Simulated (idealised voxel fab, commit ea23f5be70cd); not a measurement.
Proc. module: voxel air gaps
Cross-section cut: width 210 nm, square cells of 5 nm.
A cross-section in this document is a grid of square cells, and it is written down as bands, the top band listed before the ones below it; a band is made up of one or more rows of cells.
In this notation a band is specified by the heights of its top and bottom, in that order and in nm, after which its materials appear from left to right, each paired with its width in nm. The word "throughout" attached to a single material means that material fills the band from edge to edge; the word "empty" stands for empty space.
Heights are measured from 0, the level below which the as-received wafer is all one material; the lowest band has no bottom and continues downward, written as in "from 0 down".
When a width is written as two numbers, as in "30 to 40", the first number is the width in the top row of cells of the band and the second is the width in its bottom row, and the width changes by the same amount from each row to the next.
"no alteration" means the step left every cell of the cross-section as it was.
"Sealed cavities" means: voids of 8 cells or more that are shut off from the top with no open way through. Written width x height at distance, distance from the left edge, in nm.
Heads up: the bit after the settings on a step's line is the simulator's remark on that step.
"overlay nm" denotes, for a step that has a mask, the displacement of the mask to the right of its planned place, with negative values corresponding to the left.
plan
1,RECEIVE: material Si
2,CONFORMAL_DEP: material SiO2, thk nm 10
3,CONFORMAL_DEP: material SiCN, thk nm 5
4,DIRECTIONAL_DEP: material SiO2, thk nm 35
5,PATTERN: tone open, mask id LINES, material resist, width nm 15, pitch nm 40, thk nm 15, overlay nm 0
6,DIRECTIONAL_ETCH: etch materials SiO2, depth nm 35
7,STRIP: etch materials resist
8,CONFORMAL_DEP: material TiN, thk nm 5
9,FILL_DEP: material Cu, thk nm 10
10,CMP: height nm 50
11,EPI: material Ru, thk nm 10
12,SELECTIVE_ETCH: etch materials SiO2, depth nm 45
13,CONFORMAL_DEP: material SiCN, thk nm 5
The wafers are alike at the start. At step 5, their width nm differs. The plan lists the first wafer's value.
Cut through the first of several wafers as received, post step 1
    from 0 down | Si throughout
    Sealed cavities: none
The table below has one row for each wafer; a row shows, as of the end of the module, how many cells of each material the wafer has gained, marked (+), or lost, marked (-), since it was received, and then the wafer's closed voids
width nm 15 | +18 Cu | +42 Ru | +154 SiCN | +84 SiO2 | +45 TiN | Sealed cavities: 15 x 25 at 75; 15 x 25 at 115
width nm 20 | +36 Cu | +48 Ru | +110 SiCN | +140 SiO2 | +48 TiN | Sealed cavities: none
width nm 25 | +54 Cu | +50 Ru | +110 SiCN | +126 SiO2 | +51 TiN | Sealed cavities: none
